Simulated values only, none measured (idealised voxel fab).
process module | voxel spacer lines
cross-section cut | 250 nm wide | cells 5 nm
A cross-section is a grid of square cells, given in bands from the top down. A band is one or more rows of cells.
Each band's line starts with the height of the band's top and of its bottom, in nm. Then come its materials from left to right, each with its width in nm. One material with "throughout" fills the band from edge to edge. "air" is empty space.
Height 0 is the level under which the wafer as received is all one material. The lowest band goes on downwards, as in "0 down".
A width such as "30 to 40" changes by the same amount from each row of cells to the next, from the band's top row to its bottom row.
"no change" after a step means that no cell of the cross-section changed.
closed voids: empty space of 8 cells or more with no open way to the top, each as width x height at its distance from the left edge, in nm
after a step's settings: what the simulator itself notes on the step
overlay nm, on a step with a mask: how far to the right of its planned place the mask lay; to the left if negative
plan
1 op RECEIVE | material Si
2 op CONFORMAL_DEP | material Al2O3 | thk nm 5
3 op DIRECTIONAL_DEP | material SiN | thk nm 10
4 op DIRECTIONAL_DEP | material aC | thk nm 20
5 op PATTERN | tone cover | mask id MANDREL | material resist | width nm 15 | pitch nm 50 | thk nm 30 | overlay nm 0
6 op DIRECTIONAL_ETCH | etch materials aC | depth nm 20
7 op STRIP | etch materials resist
8 op CONFORMAL_DEP | material SiO2 | thk nm 10
9 op DIRECTIONAL_ETCH | etch materials SiO2 | depth nm 10
10 op STRIP | etch materials aC
11 op DIRECTIONAL_ETCH | etch materials SiN | depth nm 5
12 op STRIP | etch materials SiO2
13 op FILL_DEP | material SiO2 | thk nm 10
14 op CMP | height nm 15
varied across the wafers: depth nm of step 11. The plan shows the first wafer's value. All wafers start alike
first wafer as received, after step 1
  0 down: Si throughout
  closed voids: none
first wafer at the end, after step 14
  15 to 10: SiO2 55 | SiN 10 | SiO2 15 | SiN 10 | SiO2 15 | SiN 10 | SiO2 15 | SiN 10 | SiO2 15 | SiN 10 | SiO2 15 | SiN 10 | SiO2 60
  10 to 5: SiN throughout
  5 to 0: Al2O3 throughout
  0 down: Si throughout
  closed voids: none
last wafer at the end
  15 to 5: SiO2 55 | SiN 10 | SiO2 15 | SiN 10 | SiO2 15 | SiN 10 | SiO2 15 | SiN 10 | SiO2 15 | SiN 10 | SiO2 15 | SiN 10 | SiO2 60
  5 to 0: Al2O3 throughout
  0 down: Si throughout
  closed voids: none
each wafer at the end: cells of each material gained (+) or lost (-) since it was received, then its closed voids
depth nm 5 | +50 Al2O3 | +62 SiN | +38 SiO2 | closed voids: none
depth nm 10 | +50 Al2O3 | +24 SiN | +76 SiO2 | closed voids: none
depth nm 15 | +50 Al2O3 | +24 SiN | +76 SiO2 | closed voids: none
depth nm 20 | +50 Al2O3 | +24 SiN | +76 SiO2 | closed voids: none
depth nm 25 | +50 Al2O3 | +24 SiN | +76 SiO2 | closed voids: none
